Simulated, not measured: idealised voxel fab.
The document below concerns the process module designated voxel self aligned vias.
Square cell edge 5 nm, section width 155 nm, ID cut.
Reading order for cross-sections: top band down to bottom band. Underlying form: a grid of square cells. Band size: one or more rows of cells.
It is stipulated that each band's entry specify, in nanometres, the height of the top of the band and then that of its bottom, followed by the materials of the band in left-to-right sequence, each together with its width in nanometres. A single material marked by the word "edge to edge" is understood to fill the band from edge to edge; the word "blank" is understood to denote empty space.
Heights are measured from 0, the level below which the as-received wafer is all one material; the lowest band has no bottom and continues downward, written as in "0 down".
It should be noted that a width expressed as "30->40" varies in equal increments from row to row of cells within the band, taking the value of the first number at the top row and that of the second number at the bottom row.
It should be understood that the words "no alteration", when stated for a given step, signify that the cross-section underwent no change in any of its cells during that step.
"Closed void register" contains a list of empty spaces, each no smaller than 8 cells and without an open way to the top, written in the form width x height at distance with the distance from the left edge and all three in nm.
Formally, on a step line, whatever follows the settings is a remark that the simulator itself makes on the step.
The line of a step may include "overlay nm". On a step with a mask, this value is how far to the right of its planned place the mask lay. A negative value means the mask lay to the left.
Process steps foreseen in the plan
step 1: RECEIVE with material Si
step 2: CONFORMAL_DEP with material SiO2, thk nm 10
step 3: CONFORMAL_DEP with material SiCN, thk nm 5
step 4: DIRECTIONAL_DEP with material lowk, thk nm 25
step 5: DIRECTIONAL_DEP with material aC, thk nm 15
step 6: PATTERN with tone open, mask id LINES, material resist, width nm 20, pitch nm 70, thk nm 35, overlay nm 0
step 7: DIRECTIONAL_ETCH with etch materials aC, depth nm 15
step 8: STRIP with etch materials resist
step 9: DIRECTIONAL_ETCH with etch materials lowk, depth nm 25
step 10: STRIP with etch materials aC
step 11: CONFORMAL_DEP with material TiN, thk nm 5
step 12: FILL_DEP with material Ru, thk nm 5
step 13: CMP with height nm 40
step 14: SELECTIVE_ETCH with etch materials W Ru TiN, depth nm 5
step 15: FILL_DEP with material SiN, thk nm 10
step 16: CMP with height nm 40
step 17: DIRECTIONAL_DEP with material lowk, thk nm 15
step 18: MASKED_ETCH with tone open, mask id VIAS, width nm 40, etch materials lowk, depth nm 15, overlay nm 0
step 19: MASKED_ETCH with tone open, mask id VIAS, width nm 40, etch materials SiN, depth nm 5, overlay nm 0
step 20: CONFORMAL_DEP with material TiN, thk nm 5
step 21: FILL_DEP with material Cu, thk nm 10
step 22: CMP with height nm 55
step 23: CONFORMAL_DEP with material SiN, thk nm 5
First of two wafers, with the run carried out as planned
Wafer cross-section on receipt, i.e. after step 1
  0 down: Si edge to edge
  Closed void register: none
Step 2 complete: cross-section through the wafer
  10 to 0: SiO2 edge to edge
  Under 0: no change, same as before.
Step 3 complete: cross-section through the wafer
  15 to 10: SiCN edge to edge
  Under 10: no change, same as before.
Step 4 complete: cross-section through the wafer
  40 to 15: lowk edge to edge
  Under 15: no change, same as before.
Step 5 complete: cross-section through the wafer
  55 to 40: aC edge to edge
  Under 40: no change, same as before.
Step 6 complete: cross-section through the wafer
  90 to 55: 30 nm resist, then 20 nm blank, then 50 nm resist, then 20 nm blank, then 35 nm resist
  Under 55: no change, same as before.
Step 7 complete: cross-section through the wafer
  75 to 55: 30 nm resist, then 20 nm blank, then 50 nm resist, then 20 nm blank, then 35 nm resist
  55 to 40: 30 nm aC, then 20 nm blank, then 50 nm aC, then 20 nm blank, then 35 nm aC
  Under 40: no change, same as before.
Step 8 complete: cross-section through the wafer
  55 to 40: 30 nm aC, then 20 nm blank, then 50 nm aC, then 20 nm blank, then 35 nm aC
  Under 40: no change, same as before.
Step 9 complete: cross-section through the wafer
  55 to 40: 30 nm aC, then 20 nm blank, then 50 nm aC, then 20 nm blank, then 35 nm aC
  40 to 15: 30 nm lowk, then 20 nm blank, then 50 nm lowk, then 20 nm blank, then 35 nm lowk
  Under 15: no change, same as before.
Step 10 complete: cross-section through the wafer
  40 to 15: 30 nm lowk, then 20 nm blank, then 50 nm lowk, then 20 nm blank, then 35 nm lowk
  Under 15: no change, same as before.
Step 11 complete: cross-section through the wafer
  45 to 40: 35 nm TiN, then 10 nm blank, then 60 nm TiN, then 10 nm blank, then 40 nm TiN
  40 to 20: 30 nm lowk, then 5 nm TiN, then 10 nm blank, then 5 nm TiN, then 50 nm lowk, then 5 nm TiN, then 10 nm blank, then 5 nm TiN, then 35 nm lowk
  20 to 15: 30 nm lowk, then 20 nm TiN, then 50 nm lowk, then 20 nm TiN, then 35 nm lowk
  Under 15: no change, same as before.
Step 12 complete: cross-section through the wafer
  50 to 45: Ru edge to edge
  45 to 40: 35 nm TiN, then 10 nm Ru, then 60 nm TiN, then 10 nm Ru, then 40 nm TiN
  40 to 20: 30 nm lowk, then 5 nm TiN, then 10 nm Ru, then 5 nm TiN, then 50 nm lowk, then 5 nm TiN, then 10 nm Ru, then 5 nm TiN, then 35 nm lowk
  Under 20: no change, same as before.
Step 13 complete: cross-section through the wafer
  40 to 20: 30 nm lowk, then 5 nm TiN, then 10 nm Ru, then 5 nm TiN, then 50 nm lowk, then 5 nm TiN, then 10 nm Ru, then 5 nm TiN, then 35 nm lowk
  Under 20: no change, same as before.
Step 14 complete: cross-section through the wafer
  40 to 35: 30 nm lowk, then 20 nm blank, then 50 nm lowk, then 20 nm blank, then 35 nm lowk
  Under 35: no change, same as before.
Step 15 complete: cross-section through the wafer
  50 to 40: SiN edge to edge
  40 to 35: 30 nm lowk, then 20 nm SiN, then 50 nm lowk, then 20 nm SiN, then 35 nm lowk
  Under 35: no change, same as before.
Step 16 complete: cross-section through the wafer
  40 to 35: 30 nm lowk, then 20 nm SiN, then 50 nm lowk, then 20 nm SiN, then 35 nm lowk
  Under 35: no change, same as before.
Step 17 complete: cross-section through the wafer
  55 to 40: lowk edge to edge
  Under 40: no change, same as before.
Step 18 complete: cross-section through the wafer
  55 to 40: 20 nm lowk, then 40 nm blank, then 95 nm lowk
  Under 40: no change, same as before.
Step 19 complete: cross-section through the wafer
  55 to 40: 20 nm lowk, then 40 nm blank, then 95 nm lowk
  40 to 35: 30 nm lowk, then 20 nm blank, then 50 nm lowk, then 20 nm SiN, then 35 nm lowk
  Under 35: no change, same as before.
Step 20 complete: cross-section through the wafer
  60 to 55: 25 nm TiN, then 30 nm blank, then 100 nm TiN
  55 to 45: 20 nm lowk, then 5 nm TiN, then 30 nm blank, then 5 nm TiN, then 95 nm lowk
  45 to 40: 20 nm lowk, then 15 nm TiN, then 10 nm blank, then 15 nm TiN, then 95 nm lowk
  40 to 35: 30 nm lowk, then 20 nm TiN, then 50 nm lowk, then 20 nm SiN, then 35 nm lowk
  Under 35: no change, same as before.
Step 21 complete: cross-section through the wafer
  70 to 60: Cu edge to edge
  60 to 55: 25 nm TiN, then 30 nm Cu, then 100 nm TiN
  55 to 45: 20 nm lowk, then 5 nm TiN, then 30 nm Cu, then 5 nm TiN, then 95 nm lowk
  45 to 40: 20 nm lowk, then 15 nm TiN, then 10 nm Cu, then 15 nm TiN, then 95 nm lowk
  Under 40: no change, same as before.
Step 22 complete: cross-section through the wafer
  55 to 45: 20 nm lowk, then 5 nm TiN, then 30 nm Cu, then 5 nm TiN, then 95 nm lowk
  Under 45: no change, same as before.
Step 23 complete: cross-section through the wafer
  60 to 55: SiN edge to edge
  Under 55: no change, same as before.
Second of two: same start, same plan, one run error; steps up to and including 17 match the first
The second wafer cut through, at the time step 18 was supposed to be finished
  55 to 40: 25 nm lowk, then 40 nm blank, then 90 nm lowk
  Under 40: no change, same as before.
The second wafer cut through, at the time step 19 was supposed to be finished
  55 to 40: 25 nm lowk, then 40 nm blank, then 90 nm lowk
  40 to 35: 30 nm lowk, then 20 nm blank, then 50 nm lowk, then 20 nm SiN, then 35 nm lowk
  Under 35: no change, same as before.
The second wafer cut through, at the time step 20 was supposed to be finished
  60 to 55: 30 nm TiN, then 30 nm blank, then 95 nm TiN
  55 to 45: 25 nm lowk, then 5 nm TiN, then 30 nm blank, then 5 nm TiN, then 90 nm lowk
  45 to 40: 25 nm lowk, then 10 nm TiN, then 10 nm blank, then 20 nm TiN, then 90 nm lowk
  40 to 35: 30 nm lowk, then 20 nm TiN, then 50 nm lowk, then 20 nm SiN, then 35 nm lowk
  Under 35: no change, same as before.
The second wafer cut through, at the time step 21 was supposed to be finished
  70 to 60: Cu edge to edge
  60 to 55: 30 nm TiN, then 30 nm Cu, then 95 nm TiN
  55 to 45: 25 nm lowk, then 5 nm TiN, then 30 nm Cu, then 5 nm TiN, then 90 nm lowk
  45 to 40: 25 nm lowk, then 10 nm TiN, then 10 nm Cu, then 20 nm TiN, then 90 nm lowk
  Under 40: no change, same as before.
The second wafer cut through, at the time step 22 was supposed to be finished
  55 to 45: 25 nm lowk, then 5 nm TiN, then 30 nm Cu, then 5 nm TiN, then 90 nm lowk
  Under 45: no change, same as before.
The second wafer cut through, at the time step 23 was supposed to be finished
  60 to 55: SiN edge to edge
  Under 55: no change, same as before.
Processing error: in deviation from the planned setting, step 18 was conducted as MASKED_ETCH with tone open, mask id VIAS, width nm 40, etch materials lowk, depth nm 15, overlay nm 5
Upon completion, the cell count for each material on the second wafer equals that on the first, whereas the spatial distribution of those cells differs.
